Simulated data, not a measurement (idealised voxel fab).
Presented below is a process module, voxel air gaps.
Displayed cross-section: cut, width of 300 nm, square cells sized 5 nm.
Throughout this document, each cross-section is represented as a grid of square cells and is presented as a sequence of bands enumerated from the top downward, where a band comprises one or more rows of cells. First you get the band's top height and its bottom height, in nm, and then the materials it's made of, left to right, with each width in nm. If you see a single material with "edge to edge", that one covers the band edge to edge. "blank" is empty space. Ref level 0: as-received wafer is one material below here. Bottom band extends down with no lower bound ("0 down"). A width given as "30->40" starts at the first number in the band's top row and ends at the second number in its bottom row, shifting by an equal amount at every step from row to row. "nothing different", as given for a step, is the statement that not any cell of the cross-section underwent a change during that step. Look at "Sealed internal cavities" for the closed voids: empty spaces with no open path to the top, sized 8 cells or up. Each is width x height at distance, distance from the left edge, all nm. Text after the settings on a step's line: the simulator's own remark on that step. Each step line may optionally specify "overlay nm", which for a step with a mask gives the rightward distance between the mask's planned place and where it lay, a negative value indicating the leftward direction.

[Planned process steps]
1 RECEIVE (material Si)
2 CONFORMAL_DEP (material SiO2; thk nm 10)
3 CONFORMAL_DEP (material SiN; thk nm 5)
4 DIRECTIONAL_DEP (material SiO2; thk nm 40)
5 MASKED_ETCH (tone open; mask id LINES; width nm 20; pitch nm 45; etch materials SiO2; depth nm 40; overlay nm 0)
6 CONFORMAL_DEP (material TiN; thk nm 5)
7 FILL_DEP (material W; thk nm 10)
8 CMP (height nm 55)
9 EPI (material Ru; thk nm 10)
10 SELECTIVE_ETCH (etch materials SiO2; depth nm 50)
11 CONFORMAL_DEP (material SiN; thk nm 5)

[Incoming wafer in cross-section (state: after step 1)]
	0 down = Si edge to edge
	Sealed internal cavities: none

[First of two wafers, end-of-module section, run followed plan]
	70 to 65 = blank (55) / SiN (185) / blank (60)
	65 to 55 = blank (55) / SiN (5) / Ru (40) / SiN (5) / Ru (40) / SiN (5) / Ru (40) / SiN (5) / Ru (40) / SiN (5) / blank (60)
	55 to 50 = blank (55) / SiN (15) / TiN (5) / W (10) / TiN (5) / SiN (25) / TiN (5) / W (10) / TiN (5) / SiN (25) / TiN (5) / W (10) / TiN (5) / SiN (25) / TiN (5) / W (10) / TiN (5) / SiN (15) / blank (60)
	50 to 20 = blank (65) / SiN (5) / TiN (5) / W (10) / TiN (5) / SiN (5) / blank (15) / SiN (5) / TiN (5) / W (10) / TiN (5) / SiN (5) / blank (15) / SiN (5) / TiN (5) / W (10) / TiN (5) / SiN (5) / blank (15) / SiN (5) / TiN (5) / W (10) / TiN (5) / SiN (5) / blank (70)
	20 to 15 = SiN (70) / TiN (20) / SiN (25) / TiN (20) / SiN (25) / TiN (20) / SiN (25) / TiN (20) / SiN (75)
	15 to 10 = SiN edge to edge
	10 to 0 = SiO2 edge to edge
	0 down = Si edge to edge
	Sealed internal cavities: 15 x 30 at 95; 15 x 30 at 140; 15 x 30 at 185

[Cross-section of the latter of the two wafers at module completion. It had an identical start and an identical plan to the former; in running it, one mistake was made]
	70 to 65 = blank (55) / TiN (185) / blank (60)
	65 to 55 = blank (55) / TiN (5) / Ru (40) / TiN (5) / Ru (40) / TiN (5) / Ru (40) / TiN (5) / Ru (40) / TiN (5) / blank (60)
	55 to 50 = blank (55) / TiN (20) / W (10) / TiN (35) / W (10) / TiN (35) / W (10) / TiN (35) / W (10) / TiN (20) / blank (60)
	50 to 20 = blank (65) / TiN (10) / W (10) / TiN (10) / blank (15) / TiN (10) / W (10) / TiN (10) / blank (15) / TiN (10) / W (10) / TiN (10) / blank (15) / TiN (10) / W (10) / TiN (10) / blank (70)
	20 to 15 = TiN edge to edge
	15 to 10 = SiN edge to edge
	10 to 0 = SiO2 edge to edge
	0 down = Si edge to edge
	Sealed internal cavities: 15 x 30 at 95; 15 x 30 at 140; 15 x 30 at 185
Here's what went sideways: it should be noted that step 11 was executed with settings other than those planned, the operation and settings actually applied being CONFORMAL_DEP (material TiN; thk nm 5)
Wafer comparison, final, in cells, second relative to first, materials more or fewer: SiN: 160 fewer; TiN: 160 more
